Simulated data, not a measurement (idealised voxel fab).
process module | voxel self aligned vias
cross-section cut | 175 nm wide | cells 5 nm
A cross-section is a grid of square cells, given in bands from the top down. A band is one or more rows of cells.
Each band's line starts with the height of the band's top and of its bottom, in nm. Then come its materials from left to right, each with its width in nm. One material with "throughout" fills the band from edge to edge. "air" is empty space.
Height 0 is the level under which the wafer as received is all one material. The lowest band goes on downwards, as in "0 down".
A width such as "30 to 40" changes by the same amount from each row of cells to the next, from the band's top row to its bottom row.
"no change" after a step means that no cell of the cross-section changed.
closed voids: empty space of 8 cells or more with no open way to the top, each as width x height at its distance from the left edge, in nm
after a step's settings: what the simulator itself notes on the step
overlay nm, on a step with a mask: how far to the right of its planned place the mask lay; to the left if negative
plan
1 op RECEIVE | material Si
2 op CONFORMAL_DEP | material SiO2 | thk nm 15
3 op CONFORMAL_DEP | material SiCN | thk nm 5
4 op DIRECTIONAL_DEP | material lowk | thk nm 25
5 op DIRECTIONAL_DEP | material aC | thk nm 15
6 op PATTERN | tone open | mask id LINES | material resist | width nm 25 | pitch nm 65 | thk nm 35 | overlay nm 0
7 op DIRECTIONAL_ETCH | etch materials aC | depth nm 15
8 op STRIP | etch materials resist
9 op DIRECTIONAL_ETCH | etch materials lowk | depth nm 25
10 op STRIP | etch materials aC
11 op CONFORMAL_DEP | material TiN | thk nm 5
12 op FILL_DEP | material W | thk nm 10
13 op CMP | height nm 45
14 op SELECTIVE_ETCH | etch materials W Ru TiN | depth nm 5
15 op FILL_DEP | material SiN | thk nm 5
16 op CMP | height nm 45
17 op DIRECTIONAL_DEP | material lowk | thk nm 15
18 op MASKED_ETCH | tone open | mask id VIAS | width nm 35 | etch materials lowk | depth nm 15 | overlay nm 0
19 op MASKED_ETCH | tone open | mask id VIAS | width nm 35 | etch materials SiN | depth nm 5 | overlay nm 0
20 op CONFORMAL_DEP | material TiN | thk nm 5
21 op FILL_DEP | material Cu | thk nm 5
22 op CMP | height nm 60
23 op CONFORMAL_DEP | material SiN | thk nm 5
as received, after step 1
  0 down: Si throughout
  closed voids: none
a wafer at the end: this start, this plan, one mistake
  65 to 60: Cu throughout
  60 to 50: lowk 35 | TiN 5 | Cu 25 | TiN 5 | lowk 105
  50 to 45: lowk 35 | TiN 10 | Cu 15 | TiN 10 | lowk 105
  45 to 40: lowk 40 | TiN 25 | lowk 40 | SiN 25 | lowk 45
  40 to 25: lowk 40 | TiN 5 | W 15 | TiN 5 | lowk 40 | TiN 5 | W 15 | TiN 5 | lowk 45
  25 to 20: lowk 40 | TiN 25 | lowk 40 | TiN 25 | lowk 45
  20 to 15: SiCN throughout
  15 to 0: SiO2 throughout
  0 down: Si throughout
  closed voids: none
what went wrong: step 23 ran as: op CONFORMAL_DEP | material Cu | thk nm 5
